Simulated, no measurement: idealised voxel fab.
Title: Process Module voxel capacitor over wiring
Cross-section cut spans 270 nm and uses square cells 5 nm in size.
This document writes a cross-section as a grid whose cells are square, and gives it as bands, listed from the top down; one or more rows of cells form a band.
Within each band entry, the heights of the top and of the bottom of the band appear first, in that order and in nm; the materials of the band then follow from left to right, each with its corresponding width in nm. The designation "throughout" on a single material indicates that it fills the band from edge to edge; the designation "air" indicates empty space.
The level at which height equals 0 is the one under which the wafer, as it arrives, is entirely one material. No lower edge exists for the bottom band, which continues downward and is notated as in "z 0 and below".
So if you see something like "30 to 40" for the width, read it as the top row of the band sitting at the first number and the bottom row at the second, with every row in between moving by the same amount as the last.
"stayed the same", as given for a step, is the statement that not any cell of the cross-section underwent a change during that step.
Basically, "Enclosed void entries" tells you about the enclosed voids: empty spaces with no open way to the top, 8 cells or bigger, each written width x height at distance, where distance is from the left edge, all in nm.
It should be noted that, on the line of a given step, the content following the step's settings is a remark produced by the simulator itself with respect to that step.
Among the settings permitted on a step's line is "overlay nm"; applied to a step with a mask, it specifies the extent to which the mask lay to the right of its planned position, whereas a negative figure signifies a position to the left.
**Listed below are the process steps as planned**
1,RECEIVE [material Si]
2,CONFORMAL_DEP [material SiO2] [thk nm 10]
3,CONFORMAL_DEP [material SiN] [thk nm 5]
4,DIRECTIONAL_DEP [material SiO2] [thk nm 20]
5,MASKED_ETCH [tone open] [mask id METAL_1] [width nm 20] [pitch nm 85] [etch materials SiO2] [depth nm 20] [overlay nm 0]
6,MASKED_ETCH [tone open] [mask id METAL_1] [width nm 20] [pitch nm 85] [etch materials SiN] [depth nm 5] [overlay nm 0]
7,CONFORMAL_DEP [material TiN] [thk nm 5]
8,FILL_DEP [material Cu] [thk nm 10]
9,CMP [height nm 35]
10,CONFORMAL_DEP [material SiCN] [thk nm 5]
11,DIRECTIONAL_DEP [material lowk] [thk nm 20]
12,DIRECTIONAL_DEP [material aC] [thk nm 15]
13,PATTERN [tone open] [mask id PLUG_1] [material resist] [width nm 15] [thk nm 35] [overlay nm 0]
14,DIRECTIONAL_ETCH [etch materials aC] [depth nm 15]
15,STRIP [etch materials resist]
16,DIRECTIONAL_ETCH [etch materials lowk] [depth nm 20]
17,DIRECTIONAL_ETCH [etch materials SiCN] [depth nm 5]
18,STRIP [etch materials aC]
19,CONFORMAL_DEP [material TiN] [thk nm 5]
20,FILL_DEP [material Ru] [thk nm 5]
21,CMP [height nm 60]
22,DIRECTIONAL_DEP [material TiN] [thk nm 10]
23,DIRECTIONAL_DEP [material HfO2] [thk nm 5]
24,DIRECTIONAL_DEP [material TiN] [thk nm 5]
25,DIRECTIONAL_DEP [material aC] [thk nm 10]
26,PATTERN [tone cover] [mask id UPPER_PLATE] [material resist] [width nm 70] [thk nm 25] [overlay nm 0]
27,DIRECTIONAL_ETCH [etch materials aC] [depth nm 10]
28,STRIP [etch materials resist]
29,DIRECTIONAL_ETCH [etch materials TiN] [depth nm 5]
30,DIRECTIONAL_ETCH [etch materials HfO2] [depth nm 5]
31,STRIP [etch materials aC]
32,DIRECTIONAL_DEP [material aC] [thk nm 15]
33,PATTERN [tone cover] [mask id LOWER_PLATE] [material resist] [width nm 80] [thk nm 30] [overlay nm 0]
34,DIRECTIONAL_ETCH [etch materials aC] [depth nm 15]
35,STRIP [etch materials resist]
36,DIRECTIONAL_ETCH [etch materials TiN] [depth nm 10]
37,STRIP [etch materials aC]
38,FILL_DEP [material SiO2] [thk nm 20]
39,CMP [height nm 95]
40,PATTERN [tone open] [mask id PLUG_2] [material resist] [width nm 15] [thk nm 15] [overlay nm 0]
41,DIRECTIONAL_ETCH [etch materials SiO2] [depth nm 15]
42,STRIP [etch materials resist]
43,CONFORMAL_DEP [material TiN] [thk nm 5]
44,FILL_DEP [material Cu] [thk nm 10]
45,CMP [height nm 95]
46,CONFORMAL_DEP [material SiCN] [thk nm 5]
**Delivered wafer in cross-section: state after step 1**
z 0 and below = Si throughout
Enclosed void entries: none
**End-of-module cross-section of the first of two wafers, processed as planned**
z 100 to 95 = SiCN throughout
z 95 to 85 = 95 of SiO2; 5 of TiN; 5 of Cu; 5 of TiN; 160 of SiO2
z 85 to 75 = 95 to 85 of SiO2; 15 to 70 of TiN; 160 to 115 of SiO2
z 75 to 70 = 85 of SiO2; 70 of HfO2; 115 of SiO2
z 70 to 60 = 80 of SiO2; 80 of TiN; 110 of SiO2
z 60 to 40 = 85 of lowk; 5 of TiN; 5 of Ru; 5 of TiN; 170 of lowk
z 40 to 35 = 85 of SiCN; 15 of TiN; 170 of SiCN
z 35 to 15 = 80 of SiO2; 5 of TiN; 10 of Cu; 5 of TiN; 65 of SiO2; 5 of TiN; 10 of Cu; 5 of TiN; 85 of SiO2
z 15 to 10 = 80 of SiN; 20 of TiN; 65 of SiN; 20 of TiN; 85 of SiN
z 10 to 0 = SiO2 throughout
z 0 and below = Si throughout
Enclosed void entries: none
**Cross-sectional image of the second wafer of the two following completion of the module. Starting state and process plan were the same as for the first wafer; one execution error occurred**
z 100 to 95 = SiCN throughout
z 95 to 85 = 95 to 85 of SiO2; 15 to 70 of TiN; 160 to 115 of SiO2
z 85 to 80 = 85 of SiO2; 70 of HfO2; 115 of SiO2
z 80 to 70 = HfO2 throughout
z 70 to 60 = TiN throughout
z 60 to 40 = 85 of lowk; 5 of TiN; 5 of Ru; 5 of TiN; 170 of lowk
z 40 to 35 = 85 of SiCN; 15 of TiN; 170 of SiCN
z 35 to 15 = 80 of SiO2; 5 of TiN; 10 of Cu; 5 of TiN; 65 of SiO2; 5 of TiN; 10 of Cu; 5 of TiN; 85 of SiO2
z 15 to 10 = 80 of SiN; 20 of TiN; 65 of SiN; 20 of TiN; 85 of SiN
z 10 to 0 = SiO2 throughout
z 0 and below = Si throughout
Enclosed void entries: none
Here's what went sideways: step 23 ran differently from the plan; actual operation with settings: DIRECTIONAL_DEP [material HfO2] [thk nm 15]
End check, counted in cells, second wafer has more or fewer of these materials than the first: -2 Cu; +108 HfO2; -178 SiO2; +72 TiN
